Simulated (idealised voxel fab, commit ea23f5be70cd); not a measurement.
Process module heading - voxel self aligned contacts
In the cross-section labelled cut, the width is 255 nm and each square cell is 5 nm.
Cross-section = grid of square cells, listed top down in bands; band = one or more rows. The band entry comprises the height of the band's top followed by the height of its bottom, expressed in nm, and subsequently the band's materials from left to right, each stated together with its width in nm. Where a single material is marked with the word "all across", that material fills the band from edge to edge. The word "empty" represents empty space. The level at which height equals 0 is the one under which the wafer, as it arrives, is entirely one material. No lower edge exists for the bottom band, which continues downward and is notated as in "z 0 and below". Think of "30->40" as a width that walks from the first number to the second as you go down the band, top row to bottom row, taking equal-sized steps from row to row. Where the words "remained unchanged" appear for a step, the cross-section shows no cell changed by that step; every cell remained as before. Entry "Listed closed voids". Content: empty spaces with no open connection to the top, size 8 cells or greater. Each: width x height at distance. Distance: from left edge. Unit: nm. If you see something after the settings on a step's line, that's the simulator's own remark about that step. What "overlay nm" on a step's line means: if the step has a mask, that mask lay this far to the right of its planned place, or, when the value is negative, to the left.

# Process steps (planned)
- 1: RECEIVE: material Si
- 2: CONFORMAL_DEP: material SiO2, thk nm 5
- 3: DIRECTIONAL_DEP: material polySi, thk nm 25
- 4: DIRECTIONAL_DEP: material SiN, thk nm 25
- 5: PATTERN: tone cover, mask id GATE, material resist, width nm 25, pitch nm 60, thk nm 15, overlay nm 0
- 6: DIRECTIONAL_ETCH: etch materials SiN, depth nm 25
- 7: DIRECTIONAL_ETCH: etch materials polySi, depth nm 25
- 8: STRIP: etch materials resist
- 9: CONFORMAL_DEP: material SiN, thk nm 10
- 10: DIRECTIONAL_ETCH: etch materials SiN, depth nm 10
- 11: FILL_DEP: material SiO2, thk nm 15
- 12: CMP: height nm 60
- 13: PATTERN: tone open, mask id CONTACT, material resist, width nm 45, thk nm 15, overlay nm 0
- 14: DIRECTIONAL_ETCH: etch materials SiO2, depth nm 60
- 15: STRIP: etch materials resist
- 16: CONFORMAL_DEP: material TiN, thk nm 5
- 17: FILL_DEP: material Ru, thk nm 5
- 18: CMP: height nm 60
- 19: CONFORMAL_DEP: material SiCN, thk nm 5

# First of two wafers, processed according to plan

# Cross-section of the wafer upon arrival, representing the state reached after step 1
* z 0 and below: Si all across
* Listed closed voids: none

# Wafer section view after processing step 2
* z 5 to 0: SiO2 all across
* All layers under 0 are left as they were.

# Wafer section view after processing step 3
* z 30 to 5: polySi all across
* All layers under 5 are left as they were.

# Wafer section view after processing step 4
* z 55 to 30: SiN all across
* All layers under 30 are left as they were.

# Wafer section view after processing step 5
* z 70 to 55: 85 empty, then 25 resist, then 35 empty, then 25 resist, then 85 empty
* All layers under 55 are left as they were.

# Wafer section view after processing step 6
* z 70 to 55: 85 empty, then 25 resist, then 35 empty, then 25 resist, then 85 empty
* z 55 to 30: 85 empty, then 25 SiN, then 35 empty, then 25 SiN, then 85 empty
* All layers under 30 are left as they were.

# Wafer section view after processing step 7
* z 70 to 55: 85 empty, then 25 resist, then 35 empty, then 25 resist, then 85 empty
* z 55 to 30: 85 empty, then 25 SiN, then 35 empty, then 25 SiN, then 85 empty
* z 30 to 5: 85 empty, then 25 polySi, then 35 empty, then 25 polySi, then 85 empty
* All layers under 5 are left as they were.

# Wafer section view after processing step 8
* z 55 to 30: 85 empty, then 25 SiN, then 35 empty, then 25 SiN, then 85 empty
* All layers under 30 are left as they were.

# Wafer section view after processing step 9
* z 65 to 30: 75 empty, then 45 SiN, then 15 empty, then 45 SiN, then 75 empty
* z 30 to 15: 75 empty, then 10 SiN, then 25 polySi, then 10 SiN, then 15 empty, then 10 SiN, then 25 polySi, then 10 SiN, then 75 empty
* z 15 to 5: 85 SiN, then 25 polySi, then 35 SiN, then 25 polySi, then 85 SiN
* All layers under 5 are left as they were.

# Wafer section view after processing step 10
* z 55 to 30: 75 empty, then 45 SiN, then 15 empty, then 45 SiN, then 75 empty
* z 30 to 5: 75 empty, then 10 SiN, then 25 polySi, then 10 SiN, then 15 empty, then 10 SiN, then 25 polySi, then 10 SiN, then 75 empty
* All layers under 5 are left as they were.

# Wafer section view after processing step 11
* z 70 to 55: SiO2 all across
* z 55 to 30: 75 SiO2, then 45 SiN, then 15 SiO2, then 45 SiN, then 75 SiO2
* z 30 to 5: 75 SiO2, then 10 SiN, then 25 polySi, then 10 SiN, then 15 SiO2, then 10 SiN, then 25 polySi, then 10 SiN, then 75 SiO2
* All layers under 5 are left as they were.

# Wafer section view after processing step 12
* z 60 to 55: SiO2 all across
* All layers under 55 are left as they were.

# Wafer section view after processing step 13
* z 75 to 60: 105 resist, then 45 empty, then 105 resist
* All layers under 60 are left as they were.

# Wafer section view after processing step 14
* z 75 to 60: 105 resist, then 45 empty, then 105 resist
* z 60 to 55: 105 SiO2, then 45 empty, then 105 SiO2
* z 55 to 30: 75 SiO2, then 45 SiN, then 15 empty, then 45 SiN, then 75 SiO2
* z 30 to 5: 75 SiO2, then 10 SiN, then 25 polySi, then 10 SiN, then 15 empty, then 10 SiN, then 25 polySi, then 10 SiN, then 75 SiO2
* z 5 to 0: 120 SiO2, then 15 empty, then 120 SiO2
* All layers under 0 are left as they were.

# Wafer section view after processing step 15
* z 60 to 55: 105 SiO2, then 45 empty, then 105 SiO2
* All layers under 55 are left as they were.

# Wafer section view after processing step 16
* z 65 to 60: 110 TiN, then 35 empty, then 110 TiN
* z 60 to 55: 105 SiO2, then 20 TiN, then 5 empty, then 20 TiN, then 105 SiO2
* z 55 to 30: 75 SiO2, then 45 SiN, then 5 TiN, then 5 empty, then 5 TiN, then 45 SiN, then 75 SiO2
* z 30 to 5: 75 SiO2, then 10 SiN, then 25 polySi, then 10 SiN, then 5 TiN, then 5 empty, then 5 TiN, then 10 SiN, then 25 polySi, then 10 SiN, then 75 SiO2
* z 5 to 0: 120 SiO2, then 15 TiN, then 120 SiO2
* All layers under 0 are left as they were.

# Wafer section view after processing step 17
* z 70 to 65: Ru all across
* z 65 to 60: 110 TiN, then 35 Ru, then 110 TiN
* z 60 to 55: 105 SiO2, then 20 TiN, then 5 Ru, then 20 TiN, then 105 SiO2
* z 55 to 30: 75 SiO2, then 45 SiN, then 5 TiN, then 5 Ru, then 5 TiN, then 45 SiN, then 75 SiO2
* z 30 to 5: 75 SiO2, then 10 SiN, then 25 polySi, then 10 SiN, then 5 TiN, then 5 Ru, then 5 TiN, then 10 SiN, then 25 polySi, then 10 SiN, then 75 SiO2
* All layers under 5 are left as they were.

# Wafer section view after processing step 18
* z 60 to 55: 105 SiO2, then 20 TiN, then 5 Ru, then 20 TiN, then 105 SiO2
* All layers under 55 are left as they were.

# Wafer section view after processing step 19
* z 65 to 60: SiCN all across
* All layers under 60 are left as they were.

# Second wafer. Start and plan as for the first. One mistake made in running. Agrees with the first up to and including step 4

# Cross-section: second wafer, time at which step 5 was scheduled to end
* z 70 to 55: 85 resist, then 25 empty, then 35 resist, then 25 empty, then 85 resist
* All layers under 55 are left as they were.

# Cross-section: second wafer, time at which step 6 was scheduled to end
* z 70 to 55: 85 resist, then 25 empty, then 35 resist, then 25 empty, then 85 resist
* z 55 to 30: 85 SiN, then 25 empty, then 35 SiN, then 25 empty, then 85 SiN
* All layers under 30 are left as they were.

# Cross-section: second wafer, time at which step 7 was scheduled to end
* z 70 to 55: 85 resist, then 25 empty, then 35 resist, then 25 empty, then 85 resist
* z 55 to 30: 85 SiN, then 25 empty, then 35 SiN, then 25 empty, then 85 SiN
* z 30 to 5: 85 polySi, then 25 empty, then 35 polySi, then 25 empty, then 85 polySi
* All layers under 5 are left as they were.

# Cross-section: second wafer, time at which step 8 was scheduled to end
* z 55 to 30: 85 SiN, then 25 empty, then 35 SiN, then 25 empty, then 85 SiN
* All layers under 30 are left as they were.

# Cross-section: second wafer, time at which step 9 was scheduled to end
* z 65 to 30: 95 SiN, then 5 empty, then 55 SiN, then 5 empty, then 95 SiN
* z 30 to 15: 85 polySi, then 10 SiN, then 5 empty, then 10 SiN, then 35 polySi, then 10 SiN, then 5 empty, then 10 SiN, then 85 polySi
* z 15 to 5: 85 polySi, then 25 SiN, then 35 polySi, then 25 SiN, then 85 polySi
* All layers under 5 are left as they were.

# Cross-section: second wafer, time at which step 10 was scheduled to end
* z 55 to 30: 95 SiN, then 5 empty, then 55 SiN, then 5 empty, then 95 SiN
* z 30 to 5: 85 polySi, then 10 SiN, then 5 empty, then 10 SiN, then 35 polySi, then 10 SiN, then 5 empty, then 10 SiN, then 85 polySi
* All layers under 5 are left as they were.

# Cross-section: second wafer, time at which step 11 was scheduled to end
* z 70 to 55: SiO2 all across
* z 55 to 30: 95 SiN, then 5 SiO2, then 55 SiN, then 5 SiO2, then 95 SiN
* z 30 to 5: 85 polySi, then 10 SiN, then 5 SiO2, then 10 SiN, then 35 polySi, then 10 SiN, then 5 SiO2, then 10 SiN, then 85 polySi
* All layers under 5 are left as they were.

# Cross-section: second wafer, time at which step 12 was scheduled to end
* z 60 to 55: SiO2 all across
* All layers under 55 are left as they were.

# Cross-section: second wafer, time at which step 13 was scheduled to end
* z 75 to 60: 105 resist, then 45 empty, then 105 resist
* All layers under 60 are left as they were.

# Cross-section: second wafer, time at which step 14 was scheduled to end
* z 75 to 60: 105 resist, then 45 empty, then 105 resist
* z 60 to 55: 105 SiO2, then 45 empty, then 105 SiO2
* All layers under 55 are left as they were.

# Cross-section: second wafer, time at which step 15 was scheduled to end
* z 60 to 55: 105 SiO2, then 45 empty, then 105 SiO2
* All layers under 55 are left as they were.

# Cross-section: second wafer, time at which step 16 was scheduled to end
* z 65 to 60: 110 TiN, then 35 empty, then 110 TiN
* z 60 to 55: 105 SiO2, then 45 TiN, then 105 SiO2
* All layers under 55 are left as they were.

# Cross-section: second wafer, time at which step 17 was scheduled to end
* z 70 to 65: Ru all across
* z 65 to 60: 110 TiN, then 35 Ru, then 110 TiN
* All layers under 60 are left as they were.

# Cross-section: second wafer, time at which step 18 was scheduled to end
* z 60 to 55: 105 SiO2, then 45 TiN, then 105 SiO2
* All layers under 55 are left as they were.

# Cross-section: second wafer, time at which step 19 was scheduled to end
* z 65 to 60: SiCN all across
* All layers under 60 are left as they were.
Want to know what went wrong? planned and actual differ for step 5; actual: PATTERN: tone open, mask id GATE, material resist, width nm 25, pitch nm 60, thk nm 15, overlay nm 0
The final cell counts differ between the wafers, with the second having more or fewer of some materials than the first: Ru -11; SiN +155; SiO2 -277; TiN -22; polySi +155
